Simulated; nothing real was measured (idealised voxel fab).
Presented below is a process module, voxel self aligned contacts.
Cross-section cut spans 265 nm and uses square cells 5 nm in size.
Cross-section, as written here: a square-cell grid given band by band from the top down, where a band holds one or more rows of cells.
First you get the band's top height and its bottom height, in nm, and then the materials it's made of, left to right, with each width in nm. If you see a single material with "everywhere", that one covers the band edge to edge. "empty" is empty space.
Zero point of the height axis is 0; under it, received wafer = one material. Lowest band: continues down indefinitely, "from 0 down".
So if you see something like "30..40" for the width, read it as the top row of the band sitting at the first number and the bottom row at the second, with every row in between moving by the same amount as the last.
Key: "no modification" - step with no changed cell in the cross-section.
Under "Cavities, closed" you'll find the enclosed gaps, the ones with no way out to the top, that are 8 cells or bigger; each reads width x height at distance, with distance counted from the left edge, everything in nm.
Anything after a step's settings on that line? It's the simulator's own note about the step.
For masked steps, "overlay nm" on the step line gives how far right of plan the mask actually lay; a minus sign means it lay to the left.
Below is the list of planned process steps
1: RECEIVE with material Si
2: OXIDIZE with depth nm 5
3: DIRECTIONAL_DEP with material polySi, thk nm 30
4: DIRECTIONAL_DEP with material SiN, thk nm 15
5: PATTERN with tone cover, mask id GATE, material resist, width nm 25, pitch nm 60, thk nm 20, overlay nm 0
6: DIRECTIONAL_ETCH with etch materials SiN, depth nm 15
7: DIRECTIONAL_ETCH with etch materials polySi, depth nm 30
8: STRIP with etch materials resist
9: CONFORMAL_DEP with material SiN, thk nm 5
10: DIRECTIONAL_ETCH with etch materials SiN, depth nm 5
11: FILL_DEP with material SiO2, thk nm 15
12: CMP with height nm 55
13: MASKED_ETCH with tone open, mask id CONTACT, width nm 45, pitch nm 60, etch materials SiO2, depth nm 60, overlay nm 0
14: CONFORMAL_DEP with material TiN, thk nm 5
15: FILL_DEP with material Ru, thk nm 5
16: CMP with height nm 55
17: CONFORMAL_DEP with material SiCN, thk nm 5
Received-state cross-section, reflecting completion of step 1
	from 0 down  Si everywhere
	Cavities, closed: none
Below is the wafer in cross-section after the module was completed. It began from the starting point shown above and followed the plan shown above, except that one mistake was made while running it
	from 60 to 55  SiCN everywhere
	from 55 to 50  SiO2: 80 | TiN: 5 | Ru: 35 | TiN: 5 | SiO2: 15 | TiN: 5 | Ru: 35 | TiN: 5 | SiO2: 80
	from 50 to 45  SiO2: 80 | TiN: 45 | SiO2: 15 | TiN: 45 | SiO2: 80
	from 45 to 30  SiN: 65 | SiO2: 15 | SiN: 45 | SiO2: 15 | SiN: 45 | SiO2: 15 | SiN: 65
	from 30 to 0  polySi: 60 | SiN: 5 | SiO2: 15 | SiN: 5 | polySi: 35 | SiN: 5 | SiO2: 15 | SiN: 5 | polySi: 35 | SiN: 5 | SiO2: 15 | SiN: 5 | polySi: 60
	from 0 to -5  SiO2 everywhere
	from -5 down  Si everywhere
	Cavities, closed: none
Deviation noted in wafer processing: step 5 was not run as planned; what actually ran was PATTERN with tone open, mask id GATE, material resist, width nm 25, pitch nm 60, thk nm 20, overlay nm 0
